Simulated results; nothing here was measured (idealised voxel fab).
This section sets out a process module, namely voxel released beams.
Square cells of 5 nm make up the cross-section cut, whose width is 270 nm.
Throughout this document, each cross-section is represented as a grid of square cells and is presented as a sequence of bands enumerated from the top downward, where a band comprises one or more rows of cells. Heights first: top, then bottom, in nm. Then materials, left to right, each with a width in nm. "everywhere" on a single material: fills the band edge to edge. "empty": empty space. Basically, 0 is our baseline, since under it the wafer straight out of the box is all one material. The bottom band has no lower end and keeps on going down, so it looks like "0 and below". A width such as "30..40" changes by the same amount from each row of cells to the next, from the band's top row to its bottom row. Step note "remained the same" = no cross-section cell changed. "Sealed internal voids" specifies each empty space that is not open to the top and that occupies no fewer than 8 cells, using the form width x height at distance, the distance measured from the left edge and all three quantities in nm. Where a step's line continues beyond its settings, the continuation is a remark by the simulator itself on that step. overlay nm: step with mask; distance mask lay right of planned place; negative value = left of planned place.

[The process steps that were planned are listed below]
1 RECEIVE (material Si)
2 CONFORMAL_DEP (material SiN; thk nm 10)
3 DIRECTIONAL_DEP (material SiO2; thk nm 20)
4 MASKED_ETCH (tone open; mask id ANCHOR; width nm 30; etch materials SiO2; depth nm 20; overlay nm 0)
5 CONFORMAL_DEP (material polySi; thk nm 10)
6 DIRECTIONAL_DEP (material aC; thk nm 10)
7 PATTERN (tone cover; mask id BEAM; material resist; width nm 90; thk nm 25; overlay nm 0)
8 DIRECTIONAL_ETCH (etch materials aC; depth nm 10)
9 STRIP (etch materials resist)
10 DIRECTIONAL_ETCH (etch materials polySi; depth nm 10)
11 STRIP (etch materials aC)
12 STRIP (etch materials SiO2)

[Wafer cross-section on receipt, i.e. after step 1]
    0 and below = Si everywhere
    Sealed internal voids: none

[End-of-module cross-section. Starting structure and process plan as above; one mistake made in running it]
    45 down to 35 = empty: 85  polySi: 90  empty: 95
    35 down to 30 = polySi everywhere
    30 down to 10 = SiO2: 90  polySi: 30  SiO2: 150
    10 down to 0 = SiN everywhere
    0 and below = Si everywhere
    Sealed internal voids: none
Want to know what went wrong? it should be noted that step 5 was executed with settings other than those planned, the operation and settings actually applied being CONFORMAL_DEP (material polySi; thk nm 15)
